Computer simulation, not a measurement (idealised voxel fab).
Herein follows the process module entitled voxel capacitor over wiring.
For reference, the cross-section in this document is cut, with width 225 nm and square cells of 5 nm.
A cross-section in this document is a grid of square cells, and it is written down as bands, the top band listed before the ones below it; a band is made up of one or more rows of cells.
In this notation a band is specified by the heights of its top and bottom, in that order and in nm, after which its materials appear from left to right, each paired with its width in nm. The word "everywhere" attached to a single material means that material fills the band from edge to edge; the word "air" stands for empty space.
Heads up on the height convention: 0 is the point under which the incoming wafer is all one material, and the lowest band has no bottom, it just keeps going down, like "from 0 down".
It should be noted that a width expressed as "30->40" varies in equal increments from row to row of cells within the band, taking the value of the first number at the top row and that of the second number at the bottom row.
What does "nothing changed" mean for a step? It means no cell of the cross-section changed in that step.
Closed-off voids of 8+ cells (no open route to the top) go in "Unvented cavities", written width x height at distance from the left edge, in nm.
Text after the settings on a step's line: the simulator's own remark on that step.
overlay nm: mask right of planned place by this much (step with mask). Neg. = left.
[Process steps foreseen in the plan]
step 1: RECEIVE (material Si)
step 2: CONFORMAL_DEP (material SiO2; thk nm 15)
step 3: CONFORMAL_DEP (material SiCN; thk nm 5)
step 4: DIRECTIONAL_DEP (material SiO2; thk nm 20)
step 5: MASKED_ETCH (tone open; mask id METAL_1; width nm 30; pitch nm 90; etch materials SiO2; depth nm 20; overlay nm 0)
step 6: MASKED_ETCH (tone open; mask id METAL_1; width nm 30; pitch nm 90; etch materials SiCN; depth nm 5; overlay nm 0)
step 7: CONFORMAL_DEP (material TiN; thk nm 5)
step 8: FILL_DEP (material Cu; thk nm 10)
step 9: CMP (height nm 40)
step 10: CONFORMAL_DEP (material SiCN; thk nm 5)
step 11: DIRECTIONAL_DEP (material lowk; thk nm 15)
step 12: DIRECTIONAL_DEP (material aC; thk nm 10)
step 13: PATTERN (tone open; mask id PLUG_1; material resist; width nm 15; thk nm 30; overlay nm 0)
step 14: DIRECTIONAL_ETCH (etch materials aC; depth nm 10)
step 15: STRIP (etch materials resist)
step 16: DIRECTIONAL_ETCH (etch materials lowk; depth nm 15)
step 17: DIRECTIONAL_ETCH (etch materials SiCN; depth nm 5)
step 18: STRIP (etch materials aC)
step 19: CONFORMAL_DEP (material TiN; thk nm 5)
step 20: FILL_DEP (material Ru; thk nm 5)
step 21: CMP (height nm 60)
step 22: DIRECTIONAL_DEP (material TiN; thk nm 5)
step 23: DIRECTIONAL_DEP (material SiN; thk nm 5)
step 24: DIRECTIONAL_DEP (material TiN; thk nm 5)
step 25: DIRECTIONAL_DEP (material aC; thk nm 10)
step 26: PATTERN (tone cover; mask id UPPER_PLATE; material resist; width nm 65; thk nm 25; overlay nm 0)
step 27: DIRECTIONAL_ETCH (etch materials aC; depth nm 10)
step 28: STRIP (etch materials resist)
step 29: DIRECTIONAL_ETCH (etch materials TiN; depth nm 5)
step 30: DIRECTIONAL_ETCH (etch materials SiN; depth nm 5)
step 31: STRIP (etch materials aC)
step 32: MASKED_ETCH (tone cover; mask id LOWER_PLATE; width nm 75; etch materials TiN; depth nm 5; overlay nm 0)
step 33: FILL_DEP (material SiO2; thk nm 20)
step 34: CMP (height nm 90)
step 35: PATTERN (tone open; mask id PLUG_2; material resist; width nm 15; thk nm 20; overlay nm 0)
step 36: DIRECTIONAL_ETCH (etch materials SiO2; depth nm 15)
step 37: STRIP (etch materials resist)
step 38: CONFORMAL_DEP (material TiN; thk nm 5)
step 39: FILL_DEP (material Ru; thk nm 5)
step 40: CMP (height nm 90)
step 41: CONFORMAL_DEP (material SiCN; thk nm 5)
[Shown in cross-section is the wafer as received, that is, as it stands after step 1]
  from 0 down | Si everywhere
  Unvented cavities: none
[Run as planned - first of the two wafers cross-sectioned at the end of the module]
  from 95 to 90 | SiCN everywhere
  from 90 to 80 | SiO2 (75) | TiN (5) | Ru (5) | TiN (5) | SiO2 (135)
  from 80 to 70 | SiO2 (75->65) | TiN (15->65) | SiO2 (135->95)
  from 70 to 65 | SiO2 (65) | SiN (65) | SiO2 (95)
  from 65 to 60 | SiO2 (60) | TiN (75) | SiO2 (90)
  from 60 to 45 | lowk (65) | TiN (5) | Ru (5) | TiN (5) | lowk (145)
  from 45 to 40 | SiCN (65) | TiN (15) | SiCN (145)
  from 40 to 20 | SiO2 (50) | TiN (5) | Cu (20) | TiN (5) | SiO2 (60) | TiN (5) | Cu (20) | TiN (5) | SiO2 (55)
  from 20 to 15 | SiCN (50) | TiN (30) | SiCN (60) | TiN (30) | SiCN (55)
  from 15 to 0 | SiO2 everywhere
  from 0 down | Si everywhere
  Unvented cavities: none
[Second wafer of the two, sectioned at the end of the module. It began like the first and followed the same plan, but one mistake was made while running it]
  from 95 to 90 | SiCN everywhere
  from 90 to 80 | SiO2 (85) | TiN (5) | Ru (5) | TiN (5) | SiO2 (125)
  from 80 to 70 | SiO2 (85->65) | TiN (15->65) | SiO2 (125->95)
  from 70 to 65 | SiO2 (65) | SiN (65) | SiO2 (95)
  from 65 to 60 | SiO2 (60) | TiN (75) | SiO2 (90)
  from 60 to 45 | lowk (65) | TiN (5) | Ru (5) | TiN (5) | lowk (145)
  from 45 to 40 | SiCN (65) | TiN (15) | SiCN (145)
  from 40 to 20 | SiO2 (50) | TiN (5) | Cu (20) | TiN (5) | SiO2 (60) | TiN (5) | Cu (20) | TiN (5) | SiO2 (55)
  from 20 to 15 | SiCN (50) | TiN (30) | SiCN (60) | TiN (30) | SiCN (55)
  from 15 to 0 | SiO2 everywhere
  from 0 down | Si everywhere
  Unvented cavities: none
what went wrong: note that step 35 departed from the planned setting and was carried out as PATTERN (tone open; mask id PLUG_2; material resist; width nm 15; thk nm 20; overlay nm 10)
In the final comparison it is observed that the number of cells assigned to each material is identical for the two wafers, whereas their placement is not.
